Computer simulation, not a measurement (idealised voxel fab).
Process module, titled voxel self aligned contacts
Displayed cross-section: cut, width of 230 nm, square cells sized 5 nm.
When this document writes out a cross-section, it uses a grid of square cells and lists it as bands, beginning at the top and moving down, with a band standing for one or more rows of cells.
The entry gives the band's vertical extent as a top height and a bottom height in nm, then its horizontal make-up as materials from left to right, each with a width in nm. "air" stands for empty space; a single material marked "everywhere" fills the band edge to edge.
Heads up on the height convention: 0 is the point under which the incoming wafer is all one material, and the lowest band has no bottom, it just keeps going down, like "0 nm and below".
Per-row width for "30->40": begins at first number (top row of band), ends at second number (bottom row), increment between rows held constant.
"left unchanged" -> step changed no cross-section cell.
Reported under the label "Sealed cavities" are the empty spaces having no open way to the top and comprising 8 cells or more; the notation for each is width x height at distance, in which the distance is measured from the left edge and all three values are in nm.
Note: text after step settings on the step line = simulator remark on that step.
overlay nm: where the mask lay relative to plan, measured to the right, on steps with a mask; negatives go left.

THE STEPS PLANNED FOR THE PROCESS ARE AS FOLLOWS
1: RECEIVE | material Si
2: OXIDIZE | depth nm 5
3: DIRECTIONAL_DEP | material polySi | thk nm 30
4: DIRECTIONAL_DEP | material SiN | thk nm 20
5: DIRECTIONAL_DEP | material aC | thk nm 15
6: PATTERN | tone cover | mask id GATE | material resist | width nm 25 | pitch nm 50 | thk nm 30 | overlay nm 0
7: DIRECTIONAL_ETCH | etch materials aC | depth nm 15
8: STRIP | etch materials resist
9: DIRECTIONAL_ETCH | etch materials SiN | depth nm 20
10: DIRECTIONAL_ETCH | etch materials polySi | depth nm 30
11: STRIP | etch materials aC
12: CONFORMAL_DEP | material SiN | thk nm 5
13: DIRECTIONAL_ETCH | etch materials SiN | depth nm 5
14: FILL_DEP | material SiO2 | thk nm 20
15: CMP | height nm 60
16: PATTERN | tone open | mask id CONTACT | material resist | width nm 35 | thk nm 15 | overlay nm 0
17: DIRECTIONAL_ETCH | etch materials SiO2 | depth nm 65
18: STRIP | etch materials resist
19: CONFORMAL_DEP | material TiN | thk nm 5
20: FILL_DEP | material Ru | thk nm 5
21: CMP | height nm 60
22: CONFORMAL_DEP | material SiCN | thk nm 5

FIRST WAFER OUT OF TWO, PROCESSED AS PLANNED

SHOWN IN CROSS-SECTION IS THE WAFER AS RECEIVED, THAT IS, AS IT STANDS AFTER STEP 1
  0 nm and below: Si everywhere
  Sealed cavities: none

WAFER XSEC, POST STEP 2
  0 nm to -5 nm: SiO2 everywhere
  Nothing below the height -5 has changed.

WAFER XSEC, POST STEP 3
  30 nm to 0 nm: polySi everywhere
  Nothing below the height 0 has changed.

WAFER XSEC, POST STEP 4
  50 nm to 30 nm: SiN everywhere
  Nothing below the height 30 has changed.

WAFER XSEC, POST STEP 5
  65 nm to 50 nm: aC everywhere
  Nothing below the height 50 has changed.

WAFER XSEC, POST STEP 6
  95 nm to 65 nm: 75 of air | 25 of resist | 25 of air | 25 of resist | 80 of air
  Nothing below the height 65 has changed.

WAFER XSEC, POST STEP 7
  80 nm to 65 nm: 75 of air | 25 of resist | 25 of air | 25 of resist | 80 of air
  65 nm to 50 nm: 75 of air | 25 of aC | 25 of air | 25 of aC | 80 of air
  Nothing below the height 50 has changed.

WAFER XSEC, POST STEP 8
  65 nm to 50 nm: 75 of air | 25 of aC | 25 of air | 25 of aC | 80 of air
  Nothing below the height 50 has changed.

WAFER XSEC, POST STEP 9
  65 nm to 50 nm: 75 of air | 25 of aC | 25 of air | 25 of aC | 80 of air
  50 nm to 30 nm: 75 of air | 25 of SiN | 25 of air | 25 of SiN | 80 of air
  Nothing below the height 30 has changed.

WAFER XSEC, POST STEP 10
  65 nm to 50 nm: 75 of air | 25 of aC | 25 of air | 25 of aC | 80 of air
  50 nm to 30 nm: 75 of air | 25 of SiN | 25 of air | 25 of SiN | 80 of air
  30 nm to 0 nm: 75 of air | 25 of polySi | 25 of air | 25 of polySi | 80 of air
  Nothing below the height 0 has changed.

WAFER XSEC, POST STEP 11
  50 nm to 30 nm: 75 of air | 25 of SiN | 25 of air | 25 of SiN | 80 of air
  Nothing below the height 30 has changed.

WAFER XSEC, POST STEP 12
  55 nm to 30 nm: 70 of air | 35 of SiN | 15 of air | 35 of SiN | 75 of air
  30 nm to 5 nm: 70 of air | 5 of SiN | 25 of polySi | 5 of SiN | 15 of air | 5 of SiN | 25 of polySi | 5 of SiN | 75 of air
  5 nm to 0 nm: 75 of SiN | 25 of polySi | 25 of SiN | 25 of polySi | 80 of SiN
  Nothing below the height 0 has changed.

WAFER XSEC, POST STEP 13
  50 nm to 30 nm: 70 of air | 35 of SiN | 15 of air | 35 of SiN | 75 of air
  30 nm to 0 nm: 70 of air | 5 of SiN | 25 of polySi | 5 of SiN | 15 of air | 5 of SiN | 25 of polySi | 5 of SiN | 75 of air
  Nothing below the height 0 has changed.

WAFER XSEC, POST STEP 14
  70 nm to 50 nm: SiO2 everywhere
  50 nm to 30 nm: 70 of SiO2 | 35 of SiN | 15 of SiO2 | 35 of SiN | 75 of SiO2
  30 nm to 0 nm: 70 of SiO2 | 5 of SiN | 25 of polySi | 5 of SiN | 15 of SiO2 | 5 of SiN | 25 of polySi | 5 of SiN | 75 of SiO2
  Nothing below the height 0 has changed.

WAFER XSEC, POST STEP 15
  60 nm to 50 nm: SiO2 everywhere
  Nothing below the height 50 has changed.

WAFER XSEC, POST STEP 16
  75 nm to 60 nm: 95 of resist | 35 of air | 100 of resist
  Nothing below the height 60 has changed.

WAFER XSEC, POST STEP 17
  75 nm to 60 nm: 95 of resist | 35 of air | 100 of resist
  60 nm to 50 nm: 95 of SiO2 | 35 of air | 100 of SiO2
  50 nm to 30 nm: 70 of SiO2 | 35 of SiN | 15 of air | 35 of SiN | 75 of SiO2
  30 nm to 0 nm: 70 of SiO2 | 5 of SiN | 25 of polySi | 5 of SiN | 15 of air | 5 of SiN | 25 of polySi | 5 of SiN | 75 of SiO2
  0 nm to -5 nm: 105 of SiO2 | 15 of air | 110 of SiO2
  Nothing below the height -5 has changed.

WAFER XSEC, POST STEP 18
  60 nm to 50 nm: 95 of SiO2 | 35 of air | 100 of SiO2
  Nothing below the height 50 has changed.

WAFER XSEC, POST STEP 19
  65 nm to 60 nm: 100 of TiN | 25 of air | 105 of TiN
  60 nm to 50 nm: 95 of SiO2 | 5->15 of TiN | 25->5 of air | 5->15 of TiN | 100 of SiO2
  50 nm to 30 nm: 70 of SiO2 | 35 of SiN | 5 of TiN | 5 of air | 5 of TiN | 35 of SiN | 75 of SiO2
  30 nm to 0 nm: 70 of SiO2 | 5 of SiN | 25 of polySi | 5 of SiN | 5 of TiN | 5 of air | 5 of TiN | 5 of SiN | 25 of polySi | 5 of SiN | 75 of SiO2
  0 nm to -5 nm: 105 of SiO2 | 15 of TiN | 110 of SiO2
  Nothing below the height -5 has changed.

WAFER XSEC, POST STEP 20
  70 nm to 65 nm: Ru everywhere
  65 nm to 60 nm: 100 of TiN | 25 of Ru | 105 of TiN
  60 nm to 50 nm: 95 of SiO2 | 5->15 of TiN | 25->5 of Ru | 5->15 of TiN | 100 of SiO2
  50 nm to 30 nm: 70 of SiO2 | 35 of SiN | 5 of TiN | 5 of Ru | 5 of TiN | 35 of SiN | 75 of SiO2
  30 nm to 0 nm: 70 of SiO2 | 5 of SiN | 25 of polySi | 5 of SiN | 5 of TiN | 5 of Ru | 5 of TiN | 5 of SiN | 25 of polySi | 5 of SiN | 75 of SiO2
  Nothing below the height 0 has changed.

WAFER XSEC, POST STEP 21
  60 nm to 50 nm: 95 of SiO2 | 5->15 of TiN | 25->5 of Ru | 5->15 of TiN | 100 of SiO2
  Nothing below the height 50 has changed.

WAFER XSEC, POST STEP 22
  65 nm to 60 nm: SiCN everywhere
  Nothing below the height 60 has changed.

WAFER TWO: LIKE WAFER ONE IN START AND PLAN, BUT WITH ONE MISTAKE IN EXECUTION; IDENTICAL UP TO AND INCLUDING STEP 3

CROSS-SECTION OF THE SECOND WAFER WHEN, ACCORDING TO PLAN, STEP 4 SHOULD HAVE FINISHED
  50 nm to 30 nm: SiO2 everywhere
  Nothing below the height 30 has changed.

CROSS-SECTION OF THE SECOND WAFER WHEN, ACCORDING TO PLAN, STEP 5 SHOULD HAVE FINISHED
  65 nm to 50 nm: aC everywhere
  Nothing below the height 50 has changed.

CROSS-SECTION OF THE SECOND WAFER WHEN, ACCORDING TO PLAN, STEP 6 SHOULD HAVE FINISHED
  95 nm to 65 nm: 75 of air | 25 of resist | 25 of air | 25 of resist | 80 of air
  Nothing below the height 65 has changed.

CROSS-SECTION OF THE SECOND WAFER WHEN, ACCORDING TO PLAN, STEP 7 SHOULD HAVE FINISHED
  80 nm to 65 nm: 75 of air | 25 of resist | 25 of air | 25 of resist | 80 of air
  65 nm to 50 nm: 75 of air | 25 of aC | 25 of air | 25 of aC | 80 of air
  Nothing below the height 50 has changed.

CROSS-SECTION OF THE SECOND WAFER WHEN, ACCORDING TO PLAN, STEP 8 SHOULD HAVE FINISHED
  65 nm to 50 nm: 75 of air | 25 of aC | 25 of air | 25 of aC | 80 of air
  Nothing below the height 50 has changed.

Cross-section of the second wafer when, according to plan, step 9 should have finished: left unchanged

Cross-section of the second wafer when, according to plan, step 10 should have finished: left unchanged

CROSS-SECTION OF THE SECOND WAFER WHEN, ACCORDING TO PLAN, STEP 11 SHOULD HAVE FINISHED
  50 nm to 30 nm: SiO2 everywhere
  Nothing below the height 30 has changed.

CROSS-SECTION OF THE SECOND WAFER WHEN, ACCORDING TO PLAN, STEP 12 SHOULD HAVE FINISHED
  55 nm to 50 nm: SiN everywhere
  Nothing below the height 50 has changed.

CROSS-SECTION OF THE SECOND WAFER WHEN, ACCORDING TO PLAN, STEP 13 SHOULD HAVE FINISHED
  50 nm to 30 nm: SiO2 everywhere
  Nothing below the height 30 has changed.

CROSS-SECTION OF THE SECOND WAFER WHEN, ACCORDING TO PLAN, STEP 14 SHOULD HAVE FINISHED
  70 nm to 30 nm: SiO2 everywhere
  Nothing below the height 30 has changed.

CROSS-SECTION OF THE SECOND WAFER WHEN, ACCORDING TO PLAN, STEP 15 SHOULD HAVE FINISHED
  60 nm to 30 nm: SiO2 everywhere
  Nothing below the height 30 has changed.

CROSS-SECTION OF THE SECOND WAFER WHEN, ACCORDING TO PLAN, STEP 16 SHOULD HAVE FINISHED
  75 nm to 60 nm: 95 of resist | 35 of air | 100 of resist
  Nothing below the height 60 has changed.

CROSS-SECTION OF THE SECOND WAFER WHEN, ACCORDING TO PLAN, STEP 17 SHOULD HAVE FINISHED
  75 nm to 60 nm: 95 of resist | 35 of air | 100 of resist
  60 nm to 30 nm: 95 of SiO2 | 35 of air | 100 of SiO2
  Nothing below the height 30 has changed.

CROSS-SECTION OF THE SECOND WAFER WHEN, ACCORDING TO PLAN, STEP 18 SHOULD HAVE FINISHED
  60 nm to 30 nm: 95 of SiO2 | 35 of air | 100 of SiO2
  Nothing below the height 30 has changed.

CROSS-SECTION OF THE SECOND WAFER WHEN, ACCORDING TO PLAN, STEP 19 SHOULD HAVE FINISHED
  65 nm to 60 nm: 100 of TiN | 25 of air | 105 of TiN
  60 nm to 35 nm: 95 of SiO2 | 5 of TiN | 25 of air | 5 of TiN | 100 of SiO2
  35 nm to 30 nm: 95 of SiO2 | 35 of TiN | 100 of SiO2
  Nothing below the height 30 has changed.

CROSS-SECTION OF THE SECOND WAFER WHEN, ACCORDING TO PLAN, STEP 20 SHOULD HAVE FINISHED
  70 nm to 65 nm: Ru everywhere
  65 nm to 60 nm: 100 of TiN | 25 of Ru | 105 of TiN
  60 nm to 35 nm: 95 of SiO2 | 5 of TiN | 25 of Ru | 5 of TiN | 100 of SiO2
  Nothing below the height 35 has changed.

CROSS-SECTION OF THE SECOND WAFER WHEN, ACCORDING TO PLAN, STEP 21 SHOULD HAVE FINISHED
  60 nm to 35 nm: 95 of SiO2 | 5 of TiN | 25 of Ru | 5 of TiN | 100 of SiO2
  Nothing below the height 35 has changed.

CROSS-SECTION OF THE SECOND WAFER WHEN, ACCORDING TO PLAN, STEP 22 SHOULD HAVE FINISHED
  65 nm to 60 nm: SiCN everywhere
  Nothing below the height 60 has changed.
What was done differently from what was planned? step 4 ran differently from the plan; actual operation with settings: DIRECTIONAL_DEP | material SiO2 | thk nm 20
The second wafer ends with more or fewer cells of some materials than the first, per final count: 9 more of Ru, 80 fewer of SiN, 131 fewer of SiO2, 14 fewer of TiN, 216 more of polySi
